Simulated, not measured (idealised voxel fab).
process module | voxel self aligned vias
cross-section cut | 235 nm wide | cells 5 nm
A cross-section is a grid of square cells, given in bands from the top down. A band is one or more rows of cells.
Each band's line starts with the height of the band's top and of its bottom, in nm. Then come its materials from left to right, each with its width in nm. One material with "throughout" fills the band from edge to edge. "air" is empty space.
Height 0 is the level under which the wafer as received is all one material. The lowest band goes on downwards, as in "0 down".
A width such as "30 to 40" changes by the same amount from each row of cells to the next, from the band's top row to its bottom row.
"no change" after a step means that no cell of the cross-section changed.
closed voids: empty space of 8 cells or more with no open way to the top, each as width x height at its distance from the left edge, in nm
after a step's settings: what the simulator itself notes on the step
overlay nm, on a step with a mask: how far to the right of its planned place the mask lay; to the left if negative
plan
1 op RECEIVE | material Si
2 op CONFORMAL_DEP | material SiO2 | thk nm 15
3 op CONFORMAL_DEP | material SiCN | thk nm 5
4 op DIRECTIONAL_DEP | material SiO2 | thk nm 30
5 op MASKED_ETCH | tone open | mask id LINES | width nm 25 | pitch nm 60 | etch materials SiO2 | depth nm 30 | overlay nm 0
6 op CONFORMAL_DEP | material TiN | thk nm 5
7 op FILL_DEP | material W | thk nm 10
8 op CMP | height nm 50
9 op SELECTIVE_ETCH | etch materials W Ru TiN | depth nm 5
10 op FILL_DEP | material SiN | thk nm 5
11 op CMP | height nm 50
12 op DIRECTIONAL_DEP | material SiO2 | thk nm 15
13 op MASKED_ETCH | tone open | mask id VIAS | width nm 35 | pitch nm 60 | etch materials SiO2 | depth nm 15 | overlay nm 0
14 op MASKED_ETCH | tone open | mask id VIAS | width nm 35 | pitch nm 60 | etch materials SiN | depth nm 5 | overlay nm 0
15 op CONFORMAL_DEP | material TiN | thk nm 5
16 op FILL_DEP | material Cu | thk nm 5
17 op CMP | height nm 65
18 op CONFORMAL_DEP | material SiCN | thk nm 5
as received, after step 1
  0 down: Si throughout
  closed voids: none
first wafer at the end, as planned
  70 to 65: SiCN throughout
  65 to 55: SiO2 70 | TiN 5 | Cu 25 | TiN 5 | SiO2 25 | TiN 5 | Cu 25 | TiN 5 | SiO2 70
  55 to 50: SiO2 70 | TiN 10 | Cu 15 | TiN 10 | SiO2 25 | TiN 10 | Cu 15 | TiN 10 | SiO2 70
  50 to 45: SiO2 75 | TiN 25 | SiO2 35 | TiN 25 | SiO2 75
  45 to 25: SiO2 75 | TiN 5 | W 15 | TiN 5 | SiO2 35 | TiN 5 | W 15 | TiN 5 | SiO2 75
  25 to 20: SiO2 75 | TiN 25 | SiO2 35 | TiN 25 | SiO2 75
  20 to 15: SiCN throughout
  15 to 0: SiO2 throughout
  0 down: Si throughout
  closed voids: none
second wafer at the end: like start, like plan, one mistake
  70 to 65: SiCN throughout
  65 to 55: SiO2 70 | TiN 5 | Cu 30 | TiN 5 | SiO2 20 | TiN 5 | Cu 30 | TiN 5 | SiO2 65
  55 to 50: SiO2 70 | TiN 10 | Cu 15 | TiN 15 | SiO2 20 | TiN 10 | Cu 15 | TiN 15 | SiO2 65
  50 to 45: SiO2 75 | TiN 25 | SiO2 35 | TiN 25 | SiO2 75
  45 to 25: SiO2 75 | TiN 5 | W 15 | TiN 5 | SiO2 35 | TiN 5 | W 15 | TiN 5 | SiO2 75
  25 to 20: SiO2 75 | TiN 25 | SiO2 35 | TiN 25 | SiO2 75
  20 to 15: SiCN throughout
  15 to 0: SiO2 throughout
  0 down: Si throughout
  closed voids: none
what went wrong: step 13 ran as: op MASKED_ETCH | tone open | mask id VIAS | width nm 40 | pitch nm 60 | etch materials SiO2 | depth nm 15 | overlay nm 0
at the end the second wafer has, in cells: 4 more of Cu | 6 fewer of SiO2 | 2 more of TiN
